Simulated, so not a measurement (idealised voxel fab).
Documented hereafter: the process module known as voxel released beams.
The figure presents cross-section cut, which has a width of 200 nm and is divided into square cells with an edge length of 5 nm.
Format of a cross-section: grid, square cells. Given as bands. Order: top down. Band: one or more rows of cells. Top height, bottom height, nm. Materials left to right, width each, nm. Single material + "full width" = fills band edge to edge. "air" = empty. Convention: height 0 is the level below which the wafer, as received, is all one material. The lowest band does not terminate at the bottom but continues downward, represented as "z 0 and below". Width: "30..40" (first number = top row, second number = bottom row, same change from row to row of cells). No cell of the cross-section changed in a step that is given as "nothing different". This entry, "Completely sealed voids", enumerates those empty regions of no fewer than 8 cells that possess no open connection to the top. Each region is reported in the form width x height at distance, the distance being taken from the left edge, with all three quantities expressed in nm. Past the settings on a step's line: simulator remark, on that step. Steps that use a mask can have "overlay nm" on their line. It says how far the mask sat to the right of where it was meant to be. Negative means to the left.
PROCESS STEPS - PLAN
1) RECEIVE (material Si)
2) CONFORMAL_DEP (material SiN; thk nm 5)
3) DIRECTIONAL_DEP (material SiO2; thk nm 20)
4) PATTERN (tone open; mask id ANCHOR; material resist; width nm 35; thk nm 20; overlay nm 0)
5) DIRECTIONAL_ETCH (etch materials SiO2; depth nm 20)
6) STRIP (etch materials resist)
7) CONFORMAL_DEP (material TiN; thk nm 15)
8) MASKED_ETCH (tone cover; mask id BEAM; width nm 120; etch materials TiN; depth nm 15; overlay nm 0)
9) STRIP (etch materials SiO2)
CROSS-SECTION OF THE WAFER UPON ARRIVAL, REPRESENTING THE STATE REACHED AFTER STEP 1
* z 0 and below | Si full width
* Completely sealed voids: none
FIRST OF TWO WAFERS AT THE END OF THE MODULE, SHOWN IN CROSS-SECTION; RUN CARRIED OUT AS PLANNED
* z 40 to 25 | air: 35, TiN: 20, air: 5, TiN: 95, air: 45
* z 25 to 20 | air: 40, TiN: 15, air: 5, TiN: 15, air: 125
* z 20 to 5 | air: 40, TiN: 35, air: 125
* z 5 to 0 | SiN full width
* z 0 and below | Si full width
* Completely sealed voids: none
PRESENTED HERE IS A CROSS-SECTION OF THE SECOND OF THE TWO WAFERS AS IT STOOD AT THE END OF THE MODULE. IT WAS STARTED IN THE SAME MANNER AND ASSIGNED THE SAME PLAN AS THE FIRST WAFER; HOWEVER, ONE MISTAKE WAS MADE IN ITS EXECUTION
* z 30 to 25 | air: 35, TiN: 10, air: 25, TiN: 85, air: 45
* z 25 to 10 | air: 40, TiN: 5, air: 25, TiN: 5, air: 125
* z 10 to 5 | air: 40, TiN: 35, air: 125
* z 5 to 0 | SiN full width
* z 0 and below | Si full width
* Completely sealed voids: none
What was done differently from what was planned? step 7 ran differently from the plan; actual operation with settings: CONFORMAL_DEP (material TiN; thk nm 5)
Wafer comparison, final, in cells, second relative to first, materials more or fewer: TiN -64
